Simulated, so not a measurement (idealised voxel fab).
process module | voxel wiring stack
cross-section cut | 210 nm wide | cells 5 nm
A cross-section is a grid of square cells, given in bands from the top down. A band is one or more rows of cells.
Each band's line starts with the height of the band's top and of its bottom, in nm. Then come its materials from left to right, each with its width in nm. One material with "throughout" fills the band from edge to edge. "air" is empty space.
Height 0 is the level under which the wafer as received is all one material. The lowest band goes on downwards, as in "0 down".
A width such as "30 to 40" changes by the same amount from each row of cells to the next, from the band's top row to its bottom row.
"no change" after a step means that no cell of the cross-section changed.
closed voids: empty space of 8 cells or more with no open way to the top, each as width x height at its distance from the left edge, in nm
after a step's settings: what the simulator itself notes on the step
overlay nm, on a step with a mask: how far to the right of its planned place the mask lay; to the left if negative
plan
1 op RECEIVE | material Si
2 op CONFORMAL_DEP | material SiO2 | thk nm 15
3 op DIRECTIONAL_DEP | material TiN | thk nm 5
4 op DIRECTIONAL_DEP | material Ru | thk nm 20
5 op MASKED_ETCH | tone cover | mask id METAL_1 | width nm 30 | pitch nm 60 | etch materials Ru | depth nm 20 | overlay nm 0
6 op MASKED_ETCH | tone cover | mask id METAL_1 | width nm 30 | pitch nm 60 | etch materials TiN | depth nm 5 | overlay nm 0
7 op CONFORMAL_DEP | material SiCN | thk nm 5
8 op FILL_DEP | material SiO2 | thk nm 5
9 op CMP | height nm 40
10 op CONFORMAL_DEP | material SiCN | thk nm 5
11 op DIRECTIONAL_DEP | material SiO2 | thk nm 10
12 op MASKED_ETCH | tone open | mask id PLUG_1 | width nm 15 | etch materials SiO2 | depth nm 10 | overlay nm 0
13 op MASKED_ETCH | tone open | mask id PLUG_1 | width nm 15 | etch materials SiCN | depth nm 5 | overlay nm 0
14 op EPI | material Ru | thk nm 10
15 op EPI | material Ru | thk nm 5
16 op CONFORMAL_DEP | material SiN | thk nm 5
17 op DIRECTIONAL_DEP | material lowk | thk nm 20
18 op MASKED_ETCH | tone open | mask id METAL_2 | width nm 30 | pitch nm 60 | etch materials lowk | depth nm 20 | overlay nm 0
19 op MASKED_ETCH | tone open | mask id METAL_2 | width nm 30 | pitch nm 60 | etch materials SiN | depth nm 5 | overlay nm 0
20 op CONFORMAL_DEP | material TiN | thk nm 5
21 op FILL_DEP | material Cu | thk nm 10
22 op CMP | height nm 80
23 op EPI | material Ru | thk nm 5
24 op FILL_DEP | material SiCN | thk nm 5
as received, after step 1
  0 down: Si throughout
  closed voids: none
first wafer at the end, as planned
  90 to 85: SiCN throughout
  85 to 80: SiCN 55 | Ru 40 | SiCN 20 | Ru 40 | SiCN 55
  80 to 60: lowk 60 | TiN 5 | Cu 20 | TiN 5 | lowk 30 | TiN 5 | Cu 20 | TiN 5 | lowk 60
  60 to 55: SiN 60 | TiN 30 | SiN 30 | TiN 30 | SiN 60
  55 to 45: SiO2 60 | Ru 15 | SiO2 135
  45 to 40: SiCN 60 | Ru 15 | SiCN 135
  40 to 20: SiO2 55 | SiCN 5 | Ru 30 | SiCN 5 | SiO2 20 | SiCN 5 | Ru 30 | SiCN 5 | SiO2 55
  20 to 15: SiCN 60 | TiN 30 | SiCN 30 | TiN 30 | SiCN 60
  15 to 0: SiO2 throughout
  0 down: Si throughout
  closed voids: none
second wafer at the end: like start, like plan, one mistake
  90 to 85: SiCN throughout
  85 to 80: SiCN 55 | Ru 40 | SiCN 20 | Ru 40 | SiCN 55
  80 to 60: lowk 60 | TiN 5 | Cu 20 | TiN 5 | lowk 30 | TiN 5 | Cu 20 | TiN 5 | lowk 60
  60 to 55: SiN 60 | TiN 30 | SiN 30 | TiN 30 | SiN 60
  55 to 45: SiO2 60 | SiN 5 | TiN 5 | SiN 5 | SiO2 135
  45 to 40: SiCN 60 | SiN 5 | TiN 5 | SiN 5 | SiCN 135
  40 to 35: SiO2 55 | SiCN 40 | SiO2 20 | SiCN 40 | SiO2 55
  35 to 20: SiO2 55 | SiCN 5 | Ru 30 | SiCN 5 | SiO2 20 | SiCN 5 | Ru 30 | SiCN 5 | SiO2 55
  20 to 15: SiCN 60 | Ru 30 | SiCN 30 | Ru 30 | SiCN 60
  15 to 0: SiO2 throughout
  0 down: Si throughout
  closed voids: none
what went wrong: step 3 was left out
at the end the second wafer has, in cells: 9 fewer of Ru | 12 more of SiCN | 6 more of SiN | 9 fewer of TiN
